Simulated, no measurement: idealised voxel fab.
process module | voxel double patterning
For reference, the cross-section in this document is cut, with width 190 nm and square cells of 5 nm.
Notation: cross-section as square-cell grid; stated in bands, top first, going down; one or more cell rows per band. Band: top and bottom heights (nm) first, top before bottom; then materials from left to right, widths in nm. "everywhere" marks a sole material filling the band edge to edge. "blank" denotes empty space. Height is counted from the level 0, under which the received wafer is composed throughout of one material. The lowest of the bands is not closed at the bottom but continues downward, in the notation "0 -> down". A width such as "30..40" changes by the same amount from each row of cells to the next, from the band's top row to its bottom row. Step note "nothing altered" = no cross-section cell changed. The list in "Sealed internal voids" covers empty spaces of 8 cells or more that cannot reach the top through any open way, and it gives each as width x height at distance; the distance is from the left edge, and width, height and distance are in nm. The remark found on a step's line after its settings is issued by the simulator itself and pertains to that step. When a step includes a mask, the "overlay nm" setting on its line states how far to the right of its planned place that mask lay, and negative values state how far to the left.

**List of planned process steps**
1,RECEIVE (material Si)
2,CONFORMAL_DEP (material SiO2; thk nm 5)
3,DIRECTIONAL_DEP (material TiN; thk nm 10)
4,DIRECTIONAL_DEP (material SiN; thk nm 10)
5,DIRECTIONAL_DEP (material aC; thk nm 15)
6,PATTERN (tone open; mask id FIRST; material resist; width nm 15; pitch nm 50; thk nm 30; overlay nm 0)
7,DIRECTIONAL_ETCH (etch materials aC; depth nm 15)
8,STRIP (etch materials resist)
9,DIRECTIONAL_ETCH (etch materials SiN; depth nm 10)
10,STRIP (etch materials aC)
11,DIRECTIONAL_DEP (material aC; thk nm 15)
12,PATTERN (tone open; mask id SECOND; material resist; width nm 15; thk nm 30; overlay nm 0)
13,DIRECTIONAL_ETCH (etch materials aC; depth nm 15)
14,STRIP (etch materials resist)
15,DIRECTIONAL_ETCH (etch materials SiN; depth nm 10)
16,STRIP (etch materials aC)
17,DIRECTIONAL_ETCH (etch materials TiN; depth nm 10)
18,STRIP (etch materials SiN)
Every wafer here starts from the same state; it is the step 12 width nm that distinguishes them, and the value the plan gives belongs to the first wafer.

**After step 1, as received: first of several wafers, cross-section**
  0 -> down = Si everywhere
  Sealed internal voids: none

**Every row in this table is a wafer at the end of the module, and it gives, for each of the materials, the cells that wafer has gained (+) or lost (-) since it was received, then its closed voids**
width nm 15, +38 SiO2, +58 TiN, Sealed internal voids: none
width nm 20, +38 SiO2, +56 TiN, Sealed internal voids: none
width nm 25, +38 SiO2, +54 TiN, Sealed internal voids: none
width nm 30, +38 SiO2, +52 TiN, Sealed internal voids: none
